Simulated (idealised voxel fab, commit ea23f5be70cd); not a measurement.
Module name: voxel gate over fins (process module)
Cross-section cut spans 155 nm and uses square cells 5 nm in size.
Bands, listed from the top down, are how a cross-section gets written in this document; the cross-section itself is a grid of square cells, and a band is one or more rows of them. Band entry format. Leading values: height of top, height of bottom, nm. Remainder: materials in left-to-right order, each with its width in nm. Special words: "all across" on a single material, which then fills the band edge to edge; "empty", empty space. The level at which height equals 0 is the one under which the wafer, as it arrives, is entirely one material. No lower edge exists for the bottom band, which continues downward and is notated as in "0 and below". The notation "30->40" denotes a width that varies across the rows of cells in the band, beginning at the first number in the top row, finishing at the second number in the bottom row, and changing by an identical amount from each row to the next. "no change occurred" (step): cross-section cells unchanged, all of them. "Closed void catalog": empty spaces of 8 cells or more with no open way to the top, each given as width x height at distance, distance from the left edge, all in nm. Read whatever lies past the settings on a step's line as the simulator's own remark about the step. The line of a step may include "overlay nm". On a step with a mask, this value is how far to the right of its planned place the mask lay. A negative value means the mask lay to the left.

-- Steps planned for the process
step 1: RECEIVE with material Si
step 2: CONFORMAL_DEP with material SiN, thk nm 10
step 3: DIRECTIONAL_DEP with material aC, thk nm 10
step 4: PATTERN with tone cover, mask id FINS, material resist, width nm 15, pitch nm 35, thk nm 30, overlay nm 0
step 5: DIRECTIONAL_ETCH with etch materials aC, depth nm 10
step 6: STRIP with etch materials resist
step 7: DIRECTIONAL_ETCH with etch materials SiN, depth nm 10
step 8: DIRECTIONAL_ETCH with etch materials Si, depth nm 40
step 9: STRIP with etch materials aC
step 10: FILL_DEP with material SiO2, thk nm 10
step 11: CMP with height nm 10
step 12: SELECTIVE_ETCH with etch materials SiO2, depth nm 25
step 13: STRIP with etch materials SiN
step 14: CONFORMAL_DEP with material HfO2, thk nm 5
step 15: CONFORMAL_DEP with material TiN, thk nm 5
step 16: FILL_DEP with material W, thk nm 10
step 17: CMP with height nm 15
step 18: CONFORMAL_DEP with material SiN, thk nm 5
Keep in mind the plan's value for the thk nm of step 18 comes from the first wafer; the wafers don't share that setting, but they do share the same starting point.

-- Cross-section of the first of several wafers on receipt, reflecting completion of step 1
0 and below: Si all across
Closed void catalog: none

-- Module finished, last step 18 done: cross-section of the first of several wafers
20 down to 15: SiN all across
15 down to 10: W all across
10 down to 5: W 40 | TiN 70 | W 45
5 down to 0: W 40 | TiN 5 | HfO2 25 | TiN 10 | HfO2 25 | TiN 5 | W 45
0 down to -5: W 40 | TiN 5 | HfO2 5 | Si 15 | HfO2 5 | TiN 10 | HfO2 5 | Si 15 | HfO2 5 | TiN 5 | W 45
-5 down to -10: TiN 45 | HfO2 5 | Si 15 | HfO2 5 | TiN 10 | HfO2 5 | Si 15 | HfO2 5 | TiN 50
-10 down to -15: HfO2 50 | Si 15 | HfO2 20 | Si 15 | HfO2 55
-15 down to -40: SiO2 50 | Si 15 | SiO2 20 | Si 15 | SiO2 55
-40 and below: Si all across
Closed void catalog: none

-- The module's end: a cross-section of the last wafer
40 down to 15: SiN all across
15 down to 10: W all across
10 down to 5: W 40 | TiN 70 | W 45
5 down to 0: W 40 | TiN 5 | HfO2 25 | TiN 10 | HfO2 25 | TiN 5 | W 45
0 down to -5: W 40 | TiN 5 | HfO2 5 | Si 15 | HfO2 5 | TiN 10 | HfO2 5 | Si 15 | HfO2 5 | TiN 5 | W 45
-5 down to -10: TiN 45 | HfO2 5 | Si 15 | HfO2 5 | TiN 10 | HfO2 5 | Si 15 | HfO2 5 | TiN 50
-10 down to -15: HfO2 50 | Si 15 | HfO2 20 | Si 15 | HfO2 55
-15 down to -40: SiO2 50 | Si 15 | SiO2 20 | Si 15 | SiO2 55
-40 and below: Si all across
Closed void catalog: none

-- The table below has one row for each wafer; a row shows, as of the end of the module, how many cells of each material the wafer has gained, marked (+), or lost, marked (-), since it was received, and then the wafer's closed voids
thk nm 5 | +43 HfO2 | -200 Si | +31 SiN | +125 SiO2 | +43 TiN | +82 W | Closed void catalog: none
thk nm 10 | +43 HfO2 | -200 Si | +62 SiN | +125 SiO2 | +43 TiN | +82 W | Closed void catalog: none
thk nm 15 | +43 HfO2 | -200 Si | +93 SiN | +125 SiO2 | +43 TiN | +82 W | Closed void catalog: none
thk nm 20 | +43 HfO2 | -200 Si | +124 SiN | +125 SiO2 | +43 TiN | +82 W | Closed void catalog: none
thk nm 25 | +43 HfO2 | -200 Si | +155 SiN | +125 SiO2 | +43 TiN | +82 W | Closed void catalog: none
